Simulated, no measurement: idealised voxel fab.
voxel ribs on slabs: a process module
This is section cut - it's 275 nm across, gridded in 5 nm square cells.
A cross-section is written here as square cells arranged in a grid, and it is given in bands from the top down, each band taking up one or more rows of cells.
First you get the band's top height and its bottom height, in nm, and then the materials it's made of, left to right, with each width in nm. If you see a single material with "throughout", that one covers the band edge to edge. "empty" is empty space.
Heads up on the height convention: 0 is the point under which the incoming wafer is all one material, and the lowest band has no bottom, it just keeps going down, like "from 0 down".
Note: "30..40" means the width goes from the first number (top row of the band) to the second number (bottom row) in equal steps per row of cells.
"all unchanged" means the step left every cell of the cross-section as it was.
Basically, "Completely enclosed voids" tells you about the enclosed voids: empty spaces with no open way to the top, 8 cells or bigger, each written width x height at distance, where distance is from the left edge, all in nm.
Text after the settings on a step's line: the simulator's own remark on that step.
overlay nm: on a step with a mask, how far right of its planned place the mask lay; negative means left.

Steps in the process plan:
step 1: RECEIVE | material Si
step 2: DIRECTIONAL_DEP | material SiO2 | thk nm 20
step 3: DIRECTIONAL_DEP | material polySi | thk nm 15
step 4: MASKED_ETCH | tone cover | mask id RIB | width nm 15 | etch materials polySi | depth nm 5 | overlay nm 0
step 5: PATTERN | tone cover | mask id SLAB | material resist | width nm 45 | thk nm 20 | overlay nm -15
step 6: DIRECTIONAL_ETCH | etch materials polySi | depth nm 10
step 7: STRIP | etch materials resist
step 8: FILL_DEP | material SiO2 | thk nm 25
step 9: CMP | height nm 55
step 10: DIRECTIONAL_DEP | material W | thk nm 10
step 11: MASKED_ETCH | tone cover | mask id HEATER | width nm 25 | etch materials W | depth nm 10 | overlay nm 0
step 12: CONFORMAL_DEP | material SiO2 | thk nm 5
Variable across wafers: step 5 overlay nm (plan value is that of the first wafer; starting state common to all).

Cross-section of the first of several received wafers, showing its state after step 1:
from 0 down | Si throughout
Completely enclosed voids: none

Below is a per-wafer table. In it, each row describes the wafer at the end of the module by giving, for each material, the number of cells gained (+) or lost (-) since the wafer was received, and after that the closed voids of the wafer:
overlay nm -15, +643 SiO2, +10 W, +21 polySi, Completely enclosed voids: none
overlay nm -10, +643 SiO2, +10 W, +21 polySi, Completely enclosed voids: none
overlay nm -5, +643 SiO2, +10 W, +21 polySi, Completely enclosed voids: none
overlay nm 0, +643 SiO2, +10 W, +21 polySi, Completely enclosed voids: none
overlay nm 5, +643 SiO2, +10 W, +21 polySi, Completely enclosed voids: none
overlay nm 10, +643 SiO2, +10 W, +21 polySi, Completely enclosed voids: none
overlay nm 15, +643 SiO2, +10 W, +21 polySi, Completely enclosed voids: none
